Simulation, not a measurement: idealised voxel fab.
process module | voxel gate over fins
Cross-sectional view cut (width: 205 nm; square cell size: 5 nm).
Think of the cross-section as a grid of square cells. We describe it in bands, top to bottom, and each band covers one or more rows of those cells. Heights first: top, then bottom, in nm. Then materials, left to right, each with a width in nm. "throughout" on a single material: fills the band edge to edge. "blank": empty space. Note: height 0 marks the level under which the wafer is uniformly one material as received. Lowest band unbounded below, written "from 0 down". Quick explanation for "30->40": the width changes in equal steps down the rows of cells, from the first number in the band's top row to the second number in its bottom row. Take "changes: none" at face value: in the step it is given for, the cross-section changed in none of its cells. Voids not open to the top, 8 cells minimum: see "Closed internal cavities". Written width x height at distance; distance is from the left edge; nm. What comes after the settings on a step's line is commentary from the simulator itself on that step. overlay nm: mask offset rightward from planned place, masked step; negative means leftward offset.

Planned process steps:
| 1 | RECEIVE: material Si |
| 2 | CONFORMAL_DEP: material SiN, thk nm 5 |
| 3 | MASKED_ETCH: tone cover, mask id FINS, width nm 15, pitch nm 40, etch materials SiN, depth nm 5, overlay nm 0 |
| 4 | MASKED_ETCH: tone cover, mask id FINS, width nm 15, pitch nm 40, etch materials Si, depth nm 40, overlay nm 0 |
| 5 | OXIDIZE: depth nm 5 |
| 6 | FILL_DEP: material SiO2, thk nm 5 |
| 7 | CMP: height nm 5 |
| 8 | SELECTIVE_ETCH: etch materials SiO2, depth nm 15 |
| 9 | STRIP: etch materials SiN |
| 10 | CONFORMAL_DEP: material HfO2, thk nm 5 |
| 11 | CONFORMAL_DEP: material TiN, thk nm 5 |
| 12 | FILL_DEP: material W, thk nm 15 |
| 13 | CMP: height nm 20 |
| 14 | CONFORMAL_DEP: material SiCN, thk nm 10 |

The cross-section here shows the wafer as received, i.e. in its state after step 1:
- from 0 down | Si throughout
- Closed internal cavities: none

Starting structure and process plan are as shown above, but one mistake was made in running the module; the wafer cross-section at the end of the module follows:
- from 30 to 20 | SiCN throughout
- from 20 to 10 | W throughout
- from 10 to 5 | 70 of W | 25 of SiCN | 15 of W | 25 of SiCN | 70 of W
- from 5 to 0 | 70 of W | 5 of SiCN | 15 of HfO2 | 5 of SiCN | 15 of W | 5 of SiCN | 15 of HfO2 | 5 of SiCN | 70 of W
- from 0 to -5 | 75 of SiCN | 5 of HfO2 | 5 of Si | 5 of HfO2 | 25 of SiCN | 5 of HfO2 | 5 of Si | 5 of HfO2 | 75 of SiCN
- from -5 to -10 | 80 of HfO2 | 5 of Si | 35 of HfO2 | 5 of Si | 80 of HfO2
- from -10 to -45 | 80 of SiO2 | 5 of Si | 35 of SiO2 | 5 of Si | 80 of SiO2
- from -45 down | Si throughout
- Closed internal cavities: none
What went wrong in running the wafer? step 11 was run on a setting that differed from the plan, and what really ran there is CONFORMAL_DEP: material SiCN, thk nm 5
